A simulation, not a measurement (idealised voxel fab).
process module | voxel quadruple lines
In the cross-section labelled cut, the width is 255 nm and each square cell is 5 nm.
Format of a cross-section: grid, square cells. Given as bands. Order: top down. Band: one or more rows of cells. Band entry format. Leading values: height of top, height of bottom, nm. Remainder: materials in left-to-right order, each with its width in nm. Special words: "everywhere" on a single material, which then fills the band edge to edge; "empty", empty space. Heights are expressed relative to 0, this being the level below which the as-received wafer comprises one material exclusively. The lowest band is unbounded in the downward direction and is denoted as in "0 and below". A width given as "30 to 40" starts at the first number in the band's top row and ends at the second number in its bottom row, shifting by an equal amount at every step from row to row. Key: "no modifications" - step with no changed cell in the cross-section. Voids not open to the top, 8 cells minimum: see "Entrapped void list". Written width x height at distance; distance is from the left edge; nm. If you see something after the settings on a step's line, that's the simulator's own remark about that step. overlay nm: where the mask lay relative to plan, measured to the right, on steps with a mask; negatives go left.

## Here's what the planned process steps look like
1) RECEIVE | material Si
2) CONFORMAL_DEP | material SiO2 | thk nm 10
3) DIRECTIONAL_DEP | material Ru | thk nm 10
4) DIRECTIONAL_DEP | material polySi | thk nm 20
5) DIRECTIONAL_DEP | material aC | thk nm 20
6) PATTERN | tone cover | mask id MANDREL | material resist | width nm 35 | thk nm 30 | overlay nm 0
7) DIRECTIONAL_ETCH | etch materials aC | depth nm 20
8) STRIP | etch materials resist
9) CONFORMAL_DEP | material SiO2 | thk nm 15
10) DIRECTIONAL_ETCH | etch materials SiO2 | depth nm 15
11) STRIP | etch materials aC
12) DIRECTIONAL_ETCH | etch materials polySi | depth nm 20
13) STRIP | etch materials SiO2
14) CONFORMAL_DEP | material SiCN | thk nm 10
15) DIRECTIONAL_ETCH | etch materials SiCN | depth nm 10
16) STRIP | etch materials polySi
17) DIRECTIONAL_ETCH | etch materials Ru | depth nm 10
18) STRIP | etch materials SiCN
19) FILL_DEP | material lowk | thk nm 5
20) CMP | height nm 20

## The following pertains to the first of two wafers, which was processed as planned

## Step 1 complete: cross-section of the wafer as received
	0 and below | Si everywhere
	Entrapped void list: none

## Presented here is a cross-section of the wafer after step 2 has been performed
	10 down to 0 | SiO2 everywhere
	Everything below 0 is unchanged.

## Presented here is a cross-section of the wafer after step 3 has been performed
	20 down to 10 | Ru everywhere
	Everything below 10 is unchanged.

## Presented here is a cross-section of the wafer after step 4 has been performed
	40 down to 20 | polySi everywhere
	Everything below 20 is unchanged.

## Presented here is a cross-section of the wafer after step 5 has been performed
	60 down to 40 | aC everywhere
	Everything below 40 is unchanged.

## Presented here is a cross-section of the wafer after step 6 has been performed
	90 down to 60 | 110 empty / 35 resist / 110 empty
	Everything below 60 is unchanged.

## Presented here is a cross-section of the wafer after step 7 has been performed
	70 down to 60 | 110 empty / 35 resist / 110 empty
	60 down to 40 | 110 empty / 35 aC / 110 empty
	Everything below 40 is unchanged.

## Presented here is a cross-section of the wafer after step 8 has been performed
	60 down to 40 | 110 empty / 35 aC / 110 empty
	Everything below 40 is unchanged.

## Presented here is a cross-section of the wafer after step 9 has been performed
	75 down to 60 | 95 empty / 65 SiO2 / 95 empty
	60 down to 55 | 95 empty / 15 SiO2 / 35 aC / 15 SiO2 / 95 empty
	55 down to 40 | 110 SiO2 / 35 aC / 110 SiO2
	Everything below 40 is unchanged.

## Presented here is a cross-section of the wafer after step 10 has been performed
	60 down to 40 | 95 empty / 15 SiO2 / 35 aC / 15 SiO2 / 95 empty
	Everything below 40 is unchanged.

## Presented here is a cross-section of the wafer after step 11 has been performed
	60 down to 40 | 95 empty / 15 SiO2 / 35 empty / 15 SiO2 / 95 empty
	Everything below 40 is unchanged.

## Presented here is a cross-section of the wafer after step 12 has been performed
	60 down to 40 | 95 empty / 15 SiO2 / 35 empty / 15 SiO2 / 95 empty
	40 down to 20 | 95 empty / 15 polySi / 35 empty / 15 polySi / 95 empty
	Everything below 20 is unchanged.

## Presented here is a cross-section of the wafer after step 13 has been performed
	40 down to 20 | 95 empty / 15 polySi / 35 empty / 15 polySi / 95 empty
	Everything below 20 is unchanged.

## Presented here is a cross-section of the wafer after step 14 has been performed
	50 down to 40 | 85 empty / 35 SiCN / 15 empty / 35 SiCN / 85 empty
	40 down to 30 | 85 empty / 10 SiCN / 15 polySi / 10 SiCN / 15 empty / 10 SiCN / 15 polySi / 10 SiCN / 85 empty
	30 down to 20 | 95 SiCN / 15 polySi / 35 SiCN / 15 polySi / 95 SiCN
	Everything below 20 is unchanged.

## Presented here is a cross-section of the wafer after step 15 has been performed
	40 down to 20 | 85 empty / 10 SiCN / 15 polySi / 10 SiCN / 15 empty / 10 SiCN / 15 polySi / 10 SiCN / 85 empty
	Everything below 20 is unchanged.

## Presented here is a cross-section of the wafer after step 16 has been performed
	40 down to 20 | 85 empty / 10 SiCN / 15 empty / 10 SiCN / 15 empty / 10 SiCN / 15 empty / 10 SiCN / 85 empty
	Everything below 20 is unchanged.

## Presented here is a cross-section of the wafer after step 17 has been performed
	40 down to 20 | 85 empty / 10 SiCN / 15 empty / 10 SiCN / 15 empty / 10 SiCN / 15 empty / 10 SiCN / 85 empty
	20 down to 10 | 85 empty / 10 Ru / 15 empty / 10 Ru / 15 empty / 10 Ru / 15 empty / 10 Ru / 85 empty
	Everything below 10 is unchanged.

## Presented here is a cross-section of the wafer after step 18 has been performed
	20 down to 10 | 85 empty / 10 Ru / 15 empty / 10 Ru / 15 empty / 10 Ru / 15 empty / 10 Ru / 85 empty
	Everything below 10 is unchanged.

## Presented here is a cross-section of the wafer after step 19 has been performed
	25 down to 20 | lowk everywhere
	20 down to 10 | 85 lowk / 10 Ru / 15 lowk / 10 Ru / 15 lowk / 10 Ru / 15 lowk / 10 Ru / 85 lowk
	Everything below 10 is unchanged.

## Presented here is a cross-section of the wafer after step 20 has been performed
	20 down to 10 | 85 lowk / 10 Ru / 15 lowk / 10 Ru / 15 lowk / 10 Ru / 15 lowk / 10 Ru / 85 lowk
	Everything below 10 is unchanged.

## Wafer two: like wafer one in start and plan, but with one mistake in execution; identical up to and including step 17

Look at the second wafer in cross-section at the time step 18 ought to have finished: no modifications

## Look at the second wafer in cross-section at the time step 19 ought to have finished
	45 down to 40 | lowk everywhere
	40 down to 20 | 85 lowk / 10 SiCN / 15 lowk / 10 SiCN / 15 lowk / 10 SiCN / 15 lowk / 10 SiCN / 85 lowk
	20 down to 10 | 85 lowk / 10 Ru / 15 lowk / 10 Ru / 15 lowk / 10 Ru / 15 lowk / 10 Ru / 85 lowk
	Everything below 10 is unchanged.

## Look at the second wafer in cross-section at the time step 20 ought to have finished
	20 down to 10 | 85 lowk / 10 Ru / 15 lowk / 10 Ru / 15 lowk / 10 Ru / 15 lowk / 10 Ru / 85 lowk
	Everything below 10 is unchanged.
what went wrong: step 18 of the plan was bypassed and not carried out
at the end the two cross-sections are the same: no effect in what this model computes
